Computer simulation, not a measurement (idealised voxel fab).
Process module in this document: voxel released beams
Shown is cross-section cut, with a width of 195 nm and square cells of size 5 nm.
A cross-section is written here as square cells arranged in a grid, and it is given in bands from the top down, each band taking up one or more rows of cells.
For a band, the entry starts with two heights in nm, that of the top and then that of the bottom, and carries on with the band's materials in order from left to right, each alongside its width in nm; the word "everywhere" beside a single material means it fills the band edge to edge, and "air" means empty space.
Counting heights begins at 0, where everything beneath is, in the wafer as received, one material. The lowest band has no bottom; it goes on downwards, as "from 0 down" shows.
Width spec "30..40" -> top row of cells at first value, bottom row at second value, equal per-row change in between.
It should be understood that the words "nothing changed", when stated for a given step, signify that the cross-section underwent no change in any of its cells during that step.
Any empty space of 8 cells or more lacking an open way to the top shows up in "Closed void list" as width x height at distance, distance from the left edge, in nm.
Text after the settings on a step's line: the simulator's own remark on that step.
The optional step-line setting "overlay nm" applies to steps with a mask and quantifies how far to the right of its planned location the mask lay, a negative value indicating leftward placement.
## Below is the list of planned process steps
- 1: op RECEIVE | material Si
- 2: op CONFORMAL_DEP | material SiN | thk nm 10
- 3: op DIRECTIONAL_DEP | material SiO2 | thk nm 10
- 4: op DIRECTIONAL_DEP | material aC | thk nm 10
- 5: op PATTERN | tone open | mask id ANCHOR | material resist | width nm 45 | thk nm 25 | overlay nm 0
- 6: op DIRECTIONAL_ETCH | etch materials aC | depth nm 10
- 7: op STRIP | etch materials resist
- 8: op DIRECTIONAL_ETCH | etch materials SiO2 | depth nm 10
- 9: op STRIP | etch materials aC
- 10: op CONFORMAL_DEP | material polySi | thk nm 15
- 11: op DIRECTIONAL_DEP | material aC | thk nm 15
- 12: op PATTERN | tone cover | mask id BEAM | material resist | width nm 100 | thk nm 30 | overlay nm 0
- 13: op DIRECTIONAL_ETCH | etch materials aC | depth nm 15
- 14: op STRIP | etch materials resist
- 15: op DIRECTIONAL_ETCH | etch materials polySi | depth nm 15
- 16: op STRIP | etch materials aC
- 17: op STRIP | etch materials SiO2
## As-received wafer cross-section (after step 1)
> from 0 down  Si everywhere
> Closed void list: none
## Starting wafer: above. Plan: above. Run: one mistake. Cross-section after the module: below
> from 25 to 15  air 45 nm, polySi 20 nm, air 15 nm, polySi 65 nm, air 50 nm
> from 15 to 10  air 45 nm, polySi 100 nm, air 50 nm
> from 10 to 0  air 50 nm, polySi 45 nm, air 100 nm
> from 0 down  Si everywhere
> Closed void list: none
Here's what went sideways: step 2 of the plan: omitted, not performed
